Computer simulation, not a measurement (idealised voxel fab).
process module | voxel ribs on slabs
cross-section cut | 195 nm wide | cells 5 nm
A cross-section is a grid of square cells, given in bands from the top down. A band is one or more rows of cells.
Each band's line starts with the height of the band's top and of its bottom, in nm. Then come its materials from left to right, each with its width in nm. One material with "throughout" fills the band from edge to edge. "air" is empty space.
Height 0 is the level under which the wafer as received is all one material. The lowest band goes on downwards, as in "0 down".
A width such as "30 to 40" changes by the same amount from each row of cells to the next, from the band's top row to its bottom row.
"no change" after a step means that no cell of the cross-section changed.
closed voids: empty space of 8 cells or more with no open way to the top, each as width x height at its distance from the left edge, in nm
after a step's settings: what the simulator itself notes on the step
overlay nm, on a step with a mask: how far to the right of its planned place the mask lay; to the left if negative
plan
1 op RECEIVE | material Si
2 op DIRECTIONAL_DEP | material SiO2 | thk nm 25
3 op DIRECTIONAL_DEP | material polySi | thk nm 15
4 op DIRECTIONAL_DEP | material aC | thk nm 15
5 op PATTERN | tone cover | mask id RIB | material resist | width nm 15 | thk nm 35 | overlay nm 0
6 op DIRECTIONAL_ETCH | etch materials aC | depth nm 15
7 op STRIP | etch materials resist
8 op DIRECTIONAL_ETCH | etch materials polySi | depth nm 10
9 op STRIP | etch materials aC
10 op MASKED_ETCH | tone cover | mask id SLAB | width nm 45 | etch materials polySi | depth nm 5 | overlay nm 0
11 op FILL_DEP | material SiO2 | thk nm 20
12 op CMP | height nm 50
13 op DIRECTIONAL_DEP | material W | thk nm 5
14 op PATTERN | tone cover | mask id HEATER | material resist | width nm 25 | thk nm 15 | overlay nm 0
15 op DIRECTIONAL_ETCH | etch materials W | depth nm 5
16 op STRIP | etch materials resist
17 op CONFORMAL_DEP | material SiN | thk nm 5
varied across the wafers: width nm of step 5. The plan shows the first wafer's value. All wafers start alike
first wafer as received, after step 1
  0 down: Si throughout
  closed voids: none
first wafer at the end, after step 17
  60 to 55: air 80 | SiN 35 | air 80
  55 to 50: SiN 85 | W 25 | SiN 85
  50 to 40: SiO2 throughout
  40 to 30: SiO2 90 | polySi 15 | SiO2 90
  30 to 25: SiO2 75 | polySi 45 | SiO2 75
  25 to 0: SiO2 throughout
  0 down: Si throughout
  closed voids: none
last wafer at the end
  60 to 55: air 80 | SiN 35 | air 80
  55 to 50: SiN 85 | W 25 | SiN 85
  50 to 40: SiO2 throughout
  40 to 30: SiO2 85 | polySi 30 | SiO2 80
  30 to 25: SiO2 75 | polySi 45 | SiO2 75
  25 to 0: SiO2 throughout
  0 down: Si throughout
  closed voids: none
each wafer at the end: cells of each material gained (+) or lost (-) since it was received, then its closed voids
width nm 15 | +41 SiN | +375 SiO2 | +5 W | +15 polySi | closed voids: none
width nm 20 | +41 SiN | +373 SiO2 | +5 W | +17 polySi | closed voids: none
width nm 25 | +41 SiN | +371 SiO2 | +5 W | +19 polySi | closed voids: none
width nm 30 | +41 SiN | +369 SiO2 | +5 W | +21 polySi | closed voids: none
